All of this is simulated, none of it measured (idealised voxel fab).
process module | voxel gate over fins
cross-section cut | 205 nm wide | cells 5 nm
A cross-section is a grid of square cells, given in bands from the top down. A band is one or more rows of cells.
Each band's line starts with the height of the band's top and of its bottom, in nm. Then come its materials from left to right, each with its width in nm. One material with "throughout" fills the band from edge to edge. "air" is empty space.
Height 0 is the level under which the wafer as received is all one material. The lowest band goes on downwards, as in "0 down".
A width such as "30 to 40" changes by the same amount from each row of cells to the next, from the band's top row to its bottom row.
"no change" after a step means that no cell of the cross-section changed.
closed voids: empty space of 8 cells or more with no open way to the top, each as width x height at its distance from the left edge, in nm
after a step's settings: what the simulator itself notes on the step
overlay nm, on a step with a mask: how far to the right of its planned place the mask lay; to the left if negative
plan
1 op RECEIVE | material Si
2 op CONFORMAL_DEP | material SiN | thk nm 5
3 op MASKED_ETCH | tone cover | mask id FINS | width nm 15 | pitch nm 40 | etch materials SiN | depth nm 5 | overlay nm -15
4 op MASKED_ETCH | tone cover | mask id FINS | width nm 15 | pitch nm 40 | etch materials Si | depth nm 40 | overlay nm 0
5 op OXIDIZE | depth nm 5
6 op FILL_DEP | material SiO2 | thk nm 5
7 op CMP | height nm 5
8 op SELECTIVE_ETCH | etch materials SiO2 | depth nm 15
9 op STRIP | etch materials SiN
10 op CONFORMAL_DEP | material HfO2 | thk nm 5
11 op CONFORMAL_DEP | material TiN | thk nm 5
12 op FILL_DEP | material W | thk nm 15
13 op CMP | height nm 20
14 op CONFORMAL_DEP | material SiCN | thk nm 10
varied across the wafers: overlay nm of step 3. The plan shows the first wafer's value. All wafers start alike
first wafer as received, after step 1
  0 down: Si throughout
  closed voids: none
each wafer at the end: cells of each material gained (+) or lost (-) since it was received, then its closed voids
overlay nm -15 | +49 HfO2 | -303 Si | +82 SiCN | +231 SiO2 | +49 TiN | +138 W | closed voids: none
overlay nm -10 | +49 HfO2 | -319 Si | +82 SiCN | +245 SiO2 | +49 TiN | +140 W | closed voids: none
overlay nm -5 | +49 HfO2 | -335 Si | +82 SiCN | +259 SiO2 | +49 TiN | +142 W | closed voids: none
overlay nm 0 | +49 HfO2 | -351 Si | +82 SiCN | +273 SiO2 | +49 TiN | +144 W | closed voids: none
overlay nm 5 | +49 HfO2 | -335 Si | +82 SiCN | +259 SiO2 | +49 TiN | +142 W | closed voids: none
overlay nm 10 | +49 HfO2 | -319 Si | +82 SiCN | +245 SiO2 | +49 TiN | +140 W | closed voids: none
overlay nm 15 | +49 HfO2 | -303 Si | +82 SiCN | +231 SiO2 | +49 TiN | +138 W | closed voids: none
